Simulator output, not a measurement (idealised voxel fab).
Process module, titled voxel wiring stack
Cross-section cut spans 285 nm and uses square cells 5 nm in size.
How to read a cross-section here: the picture is a grid of square cells, written as bands going from the top down, and any band can span one or more rows of cells. Basically the band line says how high the top is and how high the bottom is, in nm, and then what's in it from left to right, every material with its width in nm. Empty space shows up as "air", and if a single material carries "throughout" it runs the full band edge to edge. Where do heights start? At 0: under that level the wafer as delivered is made of one material only. And the lowest band has no floor; it just carries on downward, as in "top 0, no bottom". The expression "30->40" gives the width at the extremes of the band, the first number at its top row of cells and the second at its bottom row, with the width changing by equal amounts from each row to the next in between. Reading "no change" for a step: not a cell of the cross-section changed in it. Closed empty spaces (no open way to the top) of 8 cells or more are what "Encapsulated voids" lists, each as width x height at distance from the left edge, nm for all three. What comes after the settings on a step's line is commentary from the simulator itself on that step. overlay nm: mask offset rightward from planned place, masked step; negative means leftward offset.

[Here's what the planned process steps look like]
step 1: RECEIVE, material Si
step 2: CONFORMAL_DEP, material SiO2, thk nm 15
step 3: DIRECTIONAL_DEP, material TiN, thk nm 5
step 4: DIRECTIONAL_DEP, material Ru, thk nm 15
step 5: PATTERN, tone cover, mask id METAL_1, material resist, width nm 25, pitch nm 40, thk nm 20, overlay nm 0
step 6: DIRECTIONAL_ETCH, etch materials Ru, depth nm 15
step 7: DIRECTIONAL_ETCH, etch materials TiN, depth nm 5
step 8: STRIP, etch materials resist
step 9: CONFORMAL_DEP, material SiCN, thk nm 5
step 10: FILL_DEP, material SiO2, thk nm 10
step 11: CMP, height nm 35
step 12: CONFORMAL_DEP, material SiCN, thk nm 5
step 13: DIRECTIONAL_DEP, material SiO2, thk nm 25
step 14: PATTERN, tone open, mask id METAL_2_HOLES, material resist, width nm 15, pitch nm 40, thk nm 20, overlay nm 0
step 15: DIRECTIONAL_ETCH, etch materials SiO2, depth nm 25
step 16: STRIP, etch materials resist
step 17: DIRECTIONAL_DEP, material aC, thk nm 10
step 18: PATTERN, tone open, mask id METAL_2, material resist, width nm 25, pitch nm 40, thk nm 25, overlay nm 0
step 19: DIRECTIONAL_ETCH, etch materials aC, depth nm 10
step 20: STRIP, etch materials resist
step 21: DIRECTIONAL_ETCH, etch materials SiO2, depth nm 15
step 22: DIRECTIONAL_ETCH, etch materials SiCN, depth nm 5
step 23: STRIP, etch materials aC
step 24: CONFORMAL_DEP, material TiN, thk nm 5
step 25: FILL_DEP, material Ru, thk nm 10
step 26: CMP, height nm 65
step 27: CONFORMAL_DEP, material SiN, thk nm 5

[As-received state of the wafer in cross-section, equivalent to post-step 1]
    top 0, no bottom = Si throughout
    Encapsulated voids: none

[What the wafer looks like in cross-section after this module, when it starts as shown above and follows the plan above but one mistake is made in running it]
    top 70, bottom 65 = SiN throughout
    top 65, bottom 55 = SiO2 (90)  TiN (5)  Ru (15)  TiN (5)  SiO2 (15)  TiN (5)  Ru (15)  TiN (5)  SiO2 (15)  TiN (5)  Ru (15)  TiN (5)  SiO2 (90)
    top 55, bottom 50 = SiO2 (90)  TiN (5)  Ru (10)  TiN (10)  SiO2 (15)  TiN (5)  Ru (10)  TiN (10)  SiO2 (15)  TiN (5)  Ru (10)  TiN (10)  SiO2 (90)
    top 50, bottom 40 = SiO2 (90)  TiN (5)  Ru (10)  TiN (5)  SiO2 (20)  TiN (5)  Ru (10)  TiN (5)  SiO2 (20)  TiN (5)  Ru (10)  TiN (5)  SiO2 (95)
    top 40, bottom 35 = SiCN (90)  TiN (20)  SiCN (20)  TiN (20)  SiCN (20)  TiN (20)  SiCN (95)
    top 35, bottom 20 = SiO2 (85)  SiCN (5)  Ru (25)  SiCN (5)  SiO2 (5)  SiCN (5)  Ru (25)  SiCN (5)  SiO2 (5)  SiCN (5)  Ru (25)  SiCN (5)  SiO2 (85)
    top 20, bottom 15 = SiCN (90)  TiN (25)  SiCN (15)  TiN (25)  SiCN (15)  TiN (25)  SiCN (90)
    top 15, bottom 0 = SiO2 throughout
    top 0, no bottom = Si throughout
    Encapsulated voids: none
Misprocessing identified: not per plan at step 14, really ran PATTERN, tone open, mask id METAL_2_HOLES, material resist, width nm 20, pitch nm 40, thk nm 20, overlay nm 0
